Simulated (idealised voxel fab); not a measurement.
The name of this process module is voxel spacer lines.
In the cross-section labelled cut, the width is 215 nm and each square cell is 5 nm.
A cross-section is written here as square cells arranged in a grid, and it is given in bands from the top down, each band taking up one or more rows of cells. Read a band's entry like this: the first values are the height of its top and the height of its bottom in nm, and what follows is the sequence of materials from left to right, each with its width in nm. Note that "blank" is empty space, and that a single material marked "throughout" reaches across the band from edge to edge. Height 0 is the level under which the wafer as received is all one material. The lowest band goes on downwards, as in "0..down". It should be noted that a width expressed as "30..40" varies in equal increments from row to row of cells within the band, taking the value of the first number at the top row and that of the second number at the bottom row. A step reported as "everything unchanged" is a step in which no cell of the cross-section changed. "Tabulated closed voids": empty spaces of 8 cells or more with no open way to the top, each given as width x height at distance, distance from the left edge, all in nm. Formally, on a step line, whatever follows the settings is a remark that the simulator itself makes on the step. The setting "overlay nm" may be written on the line of a step. When the step uses a mask, the value reports how far to the right of the planned place the mask lay, and a negative value reports that it lay to the left.

**Planned process steps**
1,RECEIVE | material Si
2,CONFORMAL_DEP | material Al2O3 | thk nm 10
3,DIRECTIONAL_DEP | material SiN | thk nm 15
4,DIRECTIONAL_DEP | material polySi | thk nm 30
5,PATTERN | tone cover | mask id MANDREL | material resist | width nm 20 | pitch nm 60 | thk nm 35 | overlay nm 0
6,DIRECTIONAL_ETCH | etch materials polySi | depth nm 30
7,STRIP | etch materials resist
8,CONFORMAL_DEP | material SiO2 | thk nm 10
9,DIRECTIONAL_ETCH | etch materials SiO2 | depth nm 10
10,STRIP | etch materials polySi
11,DIRECTIONAL_ETCH | etch materials SiN | depth nm 15
12,STRIP | etch materials SiO2

**The following pertains to the first of two wafers, which was processed as planned**

**Wafer as received: cross-section following step 1**
0..down: Si throughout
Tabulated closed voids: none

**After step 2, in cross-section**
10..0: Al2O3 throughout
Everything under 0 stays put, no change at all.

**After step 3, in cross-section**
25..10: SiN throughout
Everything under 10 stays put, no change at all.

**After step 4, in cross-section**
55..25: polySi throughout
Everything under 25 stays put, no change at all.

**After step 5, in cross-section**
90..55: 65 blank | 20 resist | 40 blank | 20 resist | 70 blank
Everything under 55 stays put, no change at all.

**After step 6, in cross-section**
90..55: 65 blank | 20 resist | 40 blank | 20 resist | 70 blank
55..25: 65 blank | 20 polySi | 40 blank | 20 polySi | 70 blank
Everything under 25 stays put, no change at all.

**After step 7, in cross-section**
55..25: 65 blank | 20 polySi | 40 blank | 20 polySi | 70 blank
Everything under 25 stays put, no change at all.

**After step 8, in cross-section**
65..55: 55 blank | 40 SiO2 | 20 blank | 40 SiO2 | 60 blank
55..35: 55 blank | 10 SiO2 | 20 polySi | 10 SiO2 | 20 blank | 10 SiO2 | 20 polySi | 10 SiO2 | 60 blank
35..25: 65 SiO2 | 20 polySi | 40 SiO2 | 20 polySi | 70 SiO2
Everything under 25 stays put, no change at all.

**After step 9, in cross-section**
55..25: 55 blank | 10 SiO2 | 20 polySi | 10 SiO2 | 20 blank | 10 SiO2 | 20 polySi | 10 SiO2 | 60 blank
Everything under 25 stays put, no change at all.

**After step 10, in cross-section**
55..25: 55 blank | 10 SiO2 | 20 blank | 10 SiO2 | 20 blank | 10 SiO2 | 20 blank | 10 SiO2 | 60 blank
Everything under 25 stays put, no change at all.

**After step 11, in cross-section**
55..25: 55 blank | 10 SiO2 | 20 blank | 10 SiO2 | 20 blank | 10 SiO2 | 20 blank | 10 SiO2 | 60 blank
25..10: 55 blank | 10 SiN | 20 blank | 10 SiN | 20 blank | 10 SiN | 20 blank | 10 SiN | 60 blank
Everything under 10 stays put, no change at all.

**After step 12, in cross-section**
25..10: 55 blank | 10 SiN | 20 blank | 10 SiN | 20 blank | 10 SiN | 20 blank | 10 SiN | 60 blank
Everything under 10 stays put, no change at all.

**Second of two: same start, same plan, one run error; steps up to and including 4 match the first**

**Cross-section, second wafer, at the end time the plan gives for step 5**
90..55: 60 blank | 20 resist | 40 blank | 20 resist | 75 blank
Everything under 55 stays put, no change at all.

**Cross-section, second wafer, at the end time the plan gives for step 6**
90..55: 60 blank | 20 resist | 40 blank | 20 resist | 75 blank
55..25: 60 blank | 20 polySi | 40 blank | 20 polySi | 75 blank
Everything under 25 stays put, no change at all.

**Cross-section, second wafer, at the end time the plan gives for step 7**
55..25: 60 blank | 20 polySi | 40 blank | 20 polySi | 75 blank
Everything under 25 stays put, no change at all.

**Cross-section, second wafer, at the end time the plan gives for step 8**
65..55: 50 blank | 40 SiO2 | 20 blank | 40 SiO2 | 65 blank
55..35: 50 blank | 10 SiO2 | 20 polySi | 10 SiO2 | 20 blank | 10 SiO2 | 20 polySi | 10 SiO2 | 65 blank
35..25: 60 SiO2 | 20 polySi | 40 SiO2 | 20 polySi | 75 SiO2
Everything under 25 stays put, no change at all.

**Cross-section, second wafer, at the end time the plan gives for step 9**
55..25: 50 blank | 10 SiO2 | 20 polySi | 10 SiO2 | 20 blank | 10 SiO2 | 20 polySi | 10 SiO2 | 65 blank
Everything under 25 stays put, no change at all.

**Cross-section, second wafer, at the end time the plan gives for step 10**
55..25: 50 blank | 10 SiO2 | 20 blank | 10 SiO2 | 20 blank | 10 SiO2 | 20 blank | 10 SiO2 | 65 blank
Everything under 25 stays put, no change at all.

**Cross-section, second wafer, at the end time the plan gives for step 11**
55..25: 50 blank | 10 SiO2 | 20 blank | 10 SiO2 | 20 blank | 10 SiO2 | 20 blank | 10 SiO2 | 65 blank
25..10: 50 blank | 10 SiN | 20 blank | 10 SiN | 20 blank | 10 SiN | 20 blank | 10 SiN | 65 blank
Everything under 10 stays put, no change at all.

**Cross-section, second wafer, at the end time the plan gives for step 12**
25..10: 50 blank | 10 SiN | 20 blank | 10 SiN | 20 blank | 10 SiN | 20 blank | 10 SiN | 65 blank
Everything under 10 stays put, no change at all.
Error vs. plan: step 5 was processed under conditions differing from the plan, specifically as PATTERN | tone cover | mask id MANDREL | material resist | width nm 20 | pitch nm 60 | thk nm 35 | overlay nm -5
When the process is done, the second wafer contains the same cell count of every material as the first wafer, but distributed over other locations.
